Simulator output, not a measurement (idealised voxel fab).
Proc. module: voxel transistor to metal
Cross-sectional view cut (width: 265 nm; square cell size: 5 nm).
We lay out every cross-section as a grid of square cells and spell it out in bands from the top down, where one band means one or more rows of cells. This entry defines a band. It first specifies the height of the band's top and the height of its bottom in nm, and then specifies the band's materials from left to right, stating each material with its width in nm. The word "throughout" identifies a single material that fills the band from edge to edge, while the word "air" identifies empty space. Beneath 0, the wafer as received is one material, and that level is where height counting begins. The lowest band goes on downward without a bottom; it is written like "0..down". A two-number width, for instance "30..40", indicates that the width is equal to the first number in the top row of the band and to the second number in the bottom row, and that it changes by a constant amount per row of cells. Step note "nothing was modified" = no cross-section cell changed. If an empty space has no open way to the top and is at least 8 cells in size, "Sealed voids" lists it, written width x height at distance, where distance is measured from the left edge and every value is in nm. Step line, after settings: the simulator's comment on this step. Regarding "overlay nm": on a step with a mask, it is the distance the mask lay to the right of its planned place; a negative value places it to the left.

[Set out below are the planned steps of the process]
1,RECEIVE [material Si]
2,CONFORMAL_DEP [material SiO2] [thk nm 5]
3,CONFORMAL_DEP [material SiN] [thk nm 10]
4,PATTERN [tone cover] [mask id ACTIVE] [material resist] [width nm 100] [pitch nm 125] [thk nm 20] [overlay nm 0]
5,DIRECTIONAL_ETCH [etch materials SiN] [depth nm 10]
6,DIRECTIONAL_ETCH [etch materials SiO2] [depth nm 5]
7,DIRECTIONAL_ETCH [etch materials Si] [depth nm 25]
8,STRIP [etch materials resist]
9,OXIDIZE [depth nm 5]
10,FILL_DEP [material SiO2] [thk nm 5]
11,CMP [height nm 15]
12,SELECTIVE_ETCH [etch materials SiO2] [depth nm 10]
13,STRIP [etch materials SiN]
14,SELECTIVE_ETCH [etch materials SiO2] [depth nm 5]
15,OXIDIZE [depth nm 5]
16,DIRECTIONAL_DEP [material polySi] [thk nm 30]
17,DIRECTIONAL_DEP [material SiCN] [thk nm 15]
18,DIRECTIONAL_DEP [material aC] [thk nm 15]
19,PATTERN [tone cover] [mask id GATE] [material resist] [width nm 20] [pitch nm 125] [thk nm 30] [overlay nm 0]
20,DIRECTIONAL_ETCH [etch materials aC] [depth nm 15]
21,STRIP [etch materials resist]
22,DIRECTIONAL_ETCH [etch materials SiCN] [depth nm 25]
23,DIRECTIONAL_ETCH [etch materials polySi] [depth nm 40]
24,STRIP [etch materials aC]
25,CONFORMAL_DEP [material SiN] [thk nm 10]
26,DIRECTIONAL_ETCH [etch materials SiN] [depth nm 10]
27,DIRECTIONAL_ETCH [etch materials SiO2] [depth nm 5]
28,DIRECTIONAL_ETCH [etch materials Si] [depth nm 10]
29,EPI [material SiGe] [thk nm 15]
30,FILL_DEP [material SiO2] [thk nm 5]
31,CMP [height nm 45]
32,DIRECTIONAL_DEP [material SiO2] [thk nm 15]
33,DIRECTIONAL_DEP [material aC] [thk nm 15]
34,PATTERN [tone open] [mask id CONTACT] [material resist] [width nm 20] [thk nm 35] [overlay nm 0]
35,DIRECTIONAL_ETCH [etch materials aC] [depth nm 15]
36,STRIP [etch materials resist]
37,DIRECTIONAL_ETCH [etch materials SiO2] [depth nm 60]
38,STRIP [etch materials aC]
39,CONFORMAL_DEP [material TiN] [thk nm 5]
40,FILL_DEP [material Ru] [thk nm 10]
41,CMP [height nm 60]
42,CONFORMAL_DEP [material SiN] [thk nm 5]
43,DIRECTIONAL_DEP [material lowk] [thk nm 20]
44,PATTERN [tone open] [mask id METAL_1] [material resist] [width nm 20] [thk nm 20] [overlay nm 0]
45,DIRECTIONAL_ETCH [etch materials lowk] [depth nm 20]
46,DIRECTIONAL_ETCH [etch materials SiN] [depth nm 5]
47,STRIP [etch materials resist]
48,CONFORMAL_DEP [material TiN] [thk nm 5]
49,FILL_DEP [material Ru] [thk nm 5]
50,CMP [height nm 85]
51,CONFORMAL_DEP [material SiCN] [thk nm 5]
52,DIRECTIONAL_DEP [material lowk] [thk nm 25]
53,DIRECTIONAL_DEP [material aC] [thk nm 15]
54,PATTERN [tone open] [mask id METAL_2_HOLES] [material resist] [width nm 15] [pitch nm 125] [thk nm 35] [overlay nm 0]
55,DIRECTIONAL_ETCH [etch materials aC] [depth nm 15]
56,STRIP [etch materials resist]
57,DIRECTIONAL_ETCH [etch materials lowk] [depth nm 25]
58,STRIP [etch materials aC]
59,PATTERN [tone open] [mask id METAL_2] [material resist] [width nm 20] [pitch nm 125] [thk nm 20] [overlay nm 0]
60,DIRECTIONAL_ETCH [etch materials lowk] [depth nm 15]
61,DIRECTIONAL_ETCH [etch materials SiCN] [depth nm 5]
62,STRIP [etch materials resist]
63,CONFORMAL_DEP [material TiN] [thk nm 5]
64,FILL_DEP [material Ru] [thk nm 10]
65,CMP [height nm 115]
66,CONFORMAL_DEP [material SiN] [thk nm 5]

[Delivered wafer in cross-section: state after step 1]
- 0..down: Si throughout
- Sealed voids: none

[Below is the wafer in cross-section after the module was completed. It began from the starting point shown above and followed the plan shown above, except that one mistake was made while running it]
- 120..115: SiN throughout
- 115..105: lowk=25 | TiN=5 | Ru=10 | TiN=5 | lowk=105 | TiN=5 | Ru=10 | TiN=5 | lowk=95
- 105..100: lowk=25 | TiN=5 | Ru=5 | TiN=10 | lowk=105 | TiN=5 | Ru=5 | TiN=10 | lowk=95
- 100..90: lowk=25 | TiN=5 | Ru=5 | TiN=5 | lowk=110 | TiN=5 | Ru=5 | TiN=5 | lowk=100
- 90..85: SiCN=25 | TiN=15 | SiCN=110 | TiN=15 | SiCN=100
- 85..65: lowk=25 | TiN=5 | Ru=10 | TiN=5 | lowk=50 | TiN=5 | Ru=10 | TiN=5 | lowk=35 | TiN=5 | Ru=10 | TiN=5 | lowk=50 | TiN=5 | Ru=10 | TiN=5 | lowk=25
- 65..60: SiN=25 | TiN=20 | SiN=50 | TiN=20 | SiN=35 | TiN=20 | SiN=50 | TiN=20 | SiN=25
- 60..45: SiO2=25 | TiN=5 | Ru=10 | TiN=5 | SiO2=50 | TiN=5 | Ru=10 | TiN=5 | SiO2=35 | TiN=5 | Ru=10 | TiN=5 | SiO2=50 | TiN=5 | Ru=10 | TiN=5 | SiO2=25
- 45..30: SiO2=25 | TiN=5 | Ru=10 | TiN=5 | SiO2=5 | SiN=10 | SiCN=20 | SiN=10 | SiO2=5 | TiN=5 | Ru=10 | TiN=5 | SiO2=35 | TiN=5 | Ru=10 | TiN=5 | SiO2=5 | SiN=10 | SiCN=20 | SiN=10 | SiO2=5 | TiN=5 | Ru=10 | TiN=5 | SiO2=25
- 30..5: SiO2=25 | TiN=5 | Ru=10 | TiN=5 | SiO2=5 | SiN=10 | polySi=20 | SiN=10 | SiO2=5 | TiN=5 | Ru=10 | TiN=5 | SiO2=35 | TiN=5 | Ru=10 | TiN=5 | SiO2=5 | SiN=10 | polySi=20 | SiN=10 | SiO2=5 | TiN=5 | Ru=10 | TiN=5 | SiO2=25
- 5..0: SiO2=25 | TiN=20 | SiO2=5 | SiN=10 | polySi=20 | SiN=10 | SiO2=5 | TiN=20 | SiO2=35 | TiN=20 | SiO2=5 | SiN=10 | polySi=20 | SiN=10 | SiO2=5 | TiN=20 | SiO2=25
- 0..-10: SiO2 throughout
- -10..-30: SiO2=25 | Si=90 | SiO2=35 | Si=90 | SiO2=25
- -30..down: Si throughout
- Sealed voids: none
Processing error: step 15 was run on a setting that differed from the plan, and what really ran there is OXIDIZE [depth nm 10]
